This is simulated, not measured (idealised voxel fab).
process module | voxel trench capacitor
cross-section cut | 245 nm wide | cells 5 nm
A cross-section is a grid of square cells, given in bands from the top down. A band is one or more rows of cells.
Each band's line starts with the height of the band's top and of its bottom, in nm. Then come its materials from left to right, each with its width in nm. One material with "throughout" fills the band from edge to edge. "air" is empty space.
Height 0 is the level under which the wafer as received is all one material. The lowest band goes on downwards, as in "0 down".
A width such as "30 to 40" changes by the same amount from each row of cells to the next, from the band's top row to its bottom row.
"no change" after a step means that no cell of the cross-section changed.
closed voids: empty space of 8 cells or more with no open way to the top, each as width x height at its distance from the left edge, in nm
after a step's settings: what the simulator itself notes on the step
overlay nm, on a step with a mask: how far to the right of its planned place the mask lay; to the left if negative
plan
1 op RECEIVE | material Si
2 op CONFORMAL_DEP | material SiN | thk nm 10
3 op DIRECTIONAL_DEP | material aC | thk nm 15
4 op PATTERN | tone open | mask id TRENCH | material resist | width nm 20 | pitch nm 40 | thk nm 35 | overlay nm 0
5 op DIRECTIONAL_ETCH | etch materials aC | depth nm 5
6 op STRIP | etch materials resist
7 op DIRECTIONAL_ETCH | etch materials SiN | depth nm 10
8 op DIRECTIONAL_ETCH | etch materials Si | depth nm 30
9 op STRIP | etch materials aC
10 op CONFORMAL_DEP | material Al2O3 | thk nm 5
11 op FILL_DEP | material polySi | thk nm 10
12 op CMP | height nm 10
varied across the wafers: depth nm of step 5. The plan shows the first wafer's value. All wafers start alike
first wafer as received, after step 1
  0 down: Si throughout
  closed voids: none
each wafer at the end: cells of each material gained (+) or lost (-) since it was received, then its closed voids
depth nm 5 | +98 SiN | closed voids: none
depth nm 10 | +98 SiN | closed voids: none
depth nm 15 | +36 Al2O3 | -48 Si | +82 SiN | +28 polySi | closed voids: none
depth nm 20 | +36 Al2O3 | -48 Si | +82 SiN | +28 polySi | closed voids: none
depth nm 25 | +36 Al2O3 | -48 Si | +82 SiN | +28 polySi | closed voids: none
depth nm 30 | +36 Al2O3 | -48 Si | +82 SiN | +28 polySi | closed voids: none
